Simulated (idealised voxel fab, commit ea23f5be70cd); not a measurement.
Proc. module: voxel self aligned contacts
205 nm wide, 5 nm square cells: that's cross-section cut.
Cross-section format: a grid of square cells, given as bands from top to bottom; each band is one or more rows of cells. Heights first: top, then bottom, in nm. Then materials, left to right, each with a width in nm. "all across" on a single material: fills the band edge to edge. "air": empty space. Convention: height 0 is the level below which the wafer, as received, is all one material. The lowest band does not terminate at the bottom but continues downward, represented as "from 0 down". The two numbers in a width such as "30 to 40" mark its ends across the band: the first belongs to the top row of cells, the second to the bottom row, and from each row to the next the width moves by the same amount. The cross-section has no changed cell in any step marked "all unchanged". "Enclosed internal voids": sealed empty spaces, 8 cells or more, no open way to top, listed width x height at distance, with distance from the left edge and width, height and distance in nm. after a step's settings: what the simulator itself notes on the step. You can add "overlay nm" to a step's line. For a step with a mask, it describes how far the mask lay to the right of its planned position, and a negative number describes a lay to the left.

# Process steps (planned)
1. RECEIVE with material Si
2. OXIDIZE with depth nm 5
3. DIRECTIONAL_DEP with material polySi, thk nm 20
4. DIRECTIONAL_DEP with material SiN, thk nm 25
5. MASKED_ETCH with tone cover, mask id GATE, width nm 30, pitch nm 65, etch materials SiN, depth nm 25, overlay nm 0
6. MASKED_ETCH with tone cover, mask id GATE, width nm 30, pitch nm 65, etch materials polySi, depth nm 20, overlay nm 0
7. CONFORMAL_DEP with material SiN, thk nm 10
8. DIRECTIONAL_ETCH with etch materials SiN, depth nm 10
9. FILL_DEP with material SiO2, thk nm 20
10. CMP with height nm 55
11. DIRECTIONAL_DEP with material aC, thk nm 15
12. PATTERN with tone open, mask id CONTACT, material resist, width nm 45, thk nm 30, overlay nm 0
13. DIRECTIONAL_ETCH with etch materials aC, depth nm 15
14. STRIP with etch materials resist
15. DIRECTIONAL_ETCH with etch materials SiO2, depth nm 60
16. STRIP with etch materials aC
17. CONFORMAL_DEP with material TiN, thk nm 5
18. FILL_DEP with material Ru, thk nm 5
19. CMP with height nm 55
20. CONFORMAL_DEP with material SiCN, thk nm 5

# The cross-section here shows the wafer as received, i.e. in its state after step 1
	from 0 down = Si all across
	Enclosed internal voids: none

# Final cross-section, module run with one mistake (start and plan as above)
	from 60 to 55 = SiCN all across
	from 55 to 45 = Ru: 75 to 40  TiN: 5 to 40  SiO2: 45  TiN: 5 to 40  Ru: 75 to 40
	from 45 to 20 = Ru: 40  TiN: 5  SiN: 50  SiO2: 15  SiN: 50  TiN: 5  Ru: 40
	from 20 to 0 = Ru: 40  TiN: 5  SiN: 10  polySi: 30  SiN: 10  SiO2: 15  SiN: 10  polySi: 30  SiN: 10  TiN: 5  Ru: 40
	from 0 to -5 = TiN: 45  SiO2: 115  TiN: 45
	from -5 down = Si all across
	Enclosed internal voids: none
Nonconformance to the process plan: step 12 deviated from plan and actually ran as PATTERN with tone cover, mask id CONTACT, material resist, width nm 45, thk nm 30, overlay nm 0
